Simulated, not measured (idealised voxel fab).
The document below concerns the process module designated voxel ribs on slabs.
The width of the displayed cross-section, cut, is 295 nm; its cells are square, with a size of 5 nm.
When this document writes out a cross-section, it uses a grid of square cells and lists it as bands, beginning at the top and moving down, with a band standing for one or more rows of cells. What a band's entry tells you: where the top is and where the bottom is, as heights in nm, and after that what lies inside, material by material from left to right, each with its width in nm. Empty space is written as the word "air", and a single material marked with the word "edge to edge" occupies the band from edge to edge. Note: height 0 marks the level under which the wafer is uniformly one material as received. Lowest band unbounded below, written "0 and below". The two numbers in a width such as "30->40" mark its ends across the band: the first belongs to the top row of cells, the second to the bottom row, and from each row to the next the width moves by the same amount. "remained unchanged" -> step changed no cross-section cell. Each empty space that has no open way to the top and spans at least 8 cells appears under "Internal closed voids" as width x height at distance, the distance counted from the left edge, all in nm. Heads up: the bit after the settings on a step's line is the simulator's remark on that step. The "overlay nm" setting may appear on a step's line; for a step that uses a mask, it gives how far to the right of its planned position the mask lay, and a negative value indicates the left.

**So here's the lineup of process steps we planned**
- 1: RECEIVE,material Si
- 2: DIRECTIONAL_DEP,material SiO2,thk nm 20
- 3: DIRECTIONAL_DEP,material SiN,thk nm 15
- 4: PATTERN,tone cover,mask id RIB,material resist,width nm 25,thk nm 15,overlay nm 0
- 5: DIRECTIONAL_ETCH,etch materials SiN,depth nm 10
- 6: STRIP,etch materials resist
- 7: PATTERN,tone cover,mask id SLAB,material resist,width nm 65,thk nm 15,overlay nm 0
- 8: DIRECTIONAL_ETCH,etch materials SiN,depth nm 5
- 9: STRIP,etch materials resist
- 10: FILL_DEP,material SiO2,thk nm 15
- 11: CMP,height nm 45
- 12: DIRECTIONAL_DEP,material TiN,thk nm 10
- 13: MASKED_ETCH,tone cover,mask id HEATER,width nm 35,etch materials TiN,depth nm 10,overlay nm 0
- 14: CONFORMAL_DEP,material SiN,thk nm 10

**The cross-section here shows the wafer as received, i.e. in its state after step 1**
    0 and below  Si edge to edge
    Internal closed voids: none

**Looking at the first of two wafers in cross-section at end of module - ran to plan**
    65 down to 55  120 of air, 55 of SiN, 120 of air
    55 down to 45  130 of SiN, 35 of TiN, 130 of SiN
    45 down to 35  SiO2 edge to edge
    35 down to 25  135 of SiO2, 25 of SiN, 135 of SiO2
    25 down to 20  115 of SiO2, 65 of SiN, 115 of SiO2
    20 down to 0  SiO2 edge to edge
    0 and below  Si edge to edge
    Internal closed voids: none

**Cross-section of the latter of the two wafers at module completion. It had an identical start and an identical plan to the former; in running it, one mistake was made**
    65 down to 55  120 of air, 55 of SiN, 120 of air
    55 down to 45  130 of SiN, 35 of TiN, 130 of SiN
    45 down to 15  SiO2 edge to edge
    15 down to 0  SiN edge to edge
    0 and below  Si edge to edge
    Internal closed voids: none
In executing the process, a mistake was made relative to the plan: steps 2 and 3 run out of order (swapped)
at the end the second wafer has, in cells: 154 more of SiN; 154 fewer of SiO2
